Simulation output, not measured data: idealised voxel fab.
Documented hereafter: the process module known as voxel fin reveal.
The width of the displayed cross-section, cut, is 235 nm; its cells are square, with a size of 5 nm.
Cross-section = grid of square cells, listed top down in bands; band = one or more rows. Basically the band line says how high the top is and how high the bottom is, in nm, and then what's in it from left to right, every material with its width in nm. Empty space shows up as "empty", and if a single material carries "full width" it runs the full band edge to edge. Zero point of the height axis is 0; under it, received wafer = one material. Lowest band: continues down indefinitely, "0 -> down". The notation "30 to 40" denotes a width that varies across the rows of cells in the band, beginning at the first number in the top row, finishing at the second number in the bottom row, and changing by an identical amount from each row to the next. What does "nothing changed" mean for a step? It means no cell of the cross-section changed in that step. In the "Sealed void list" entry, you get each enclosed empty space of 8 cells or more, one with no open way to the top, written width x height at distance, distance from the left edge, in nm. Read whatever lies past the settings on a step's line as the simulator's own remark about the step. Among the settings permitted on a step's line is "overlay nm"; applied to a step with a mask, it specifies the extent to which the mask lay to the right of its planned position, whereas a negative figure signifies a position to the left.

Here's what the planned process steps look like:
step 1: RECEIVE with material Si
step 2: CONFORMAL_DEP with material SiN, thk nm 5
step 3: DIRECTIONAL_DEP with material aC, thk nm 15
step 4: PATTERN with tone cover, mask id FINS, material resist, width nm 15, pitch nm 45, thk nm 30, overlay nm 0
step 5: DIRECTIONAL_ETCH with etch materials aC, depth nm 15
step 6: STRIP with etch materials resist
step 7: DIRECTIONAL_ETCH with etch materials SiN, depth nm 5
step 8: DIRECTIONAL_ETCH with etch materials Si, depth nm 40
step 9: STRIP with etch materials aC
step 10: FILL_DEP with material SiO2, thk nm 10
step 11: CMP with height nm 5
step 12: SELECTIVE_ETCH with etch materials SiO2, depth nm 35
step 13: STRIP with etch materials SiN

Wafer cross-section on receipt, i.e. after step 1:
- 0 -> down = Si full width
- Sealed void list: none

End-of-module XS, first of two wafers, run as planned:
- 0 -> -30 = 40 empty, 15 Si, 30 empty, 15 Si, 30 empty, 15 Si, 30 empty, 15 Si, 45 empty
- -30 -> -40 = 40 SiO2, 15 Si, 30 SiO2, 15 Si, 30 SiO2, 15 Si, 30 SiO2, 15 Si, 45 SiO2
- -40 -> down = Si full width
- Sealed void list: none

Wafer two, end of module, cross-section. Same start, same plan as wafer one. One mistake in the run:
- 0 -> -30 = 40 empty, 20 Si, 25 empty, 20 Si, 25 empty, 20 Si, 25 empty, 20 Si, 40 empty
- -30 -> -40 = 40 SiO2, 20 Si, 25 SiO2, 20 Si, 25 SiO2, 20 Si, 25 SiO2, 20 Si, 40 SiO2
- -40 -> down = Si full width
- Sealed void list: none
What broke from the plan during processing? it should be noted that step 4 was executed with settings other than those planned, the operation and settings actually applied being PATTERN with tone cover, mask id FINS, material resist, width nm 20, pitch nm 45, thk nm 30, overlay nm 0
The second wafer ends with more or fewer cells of some materials than the first, per final count: Si +32 | SiO2 -8
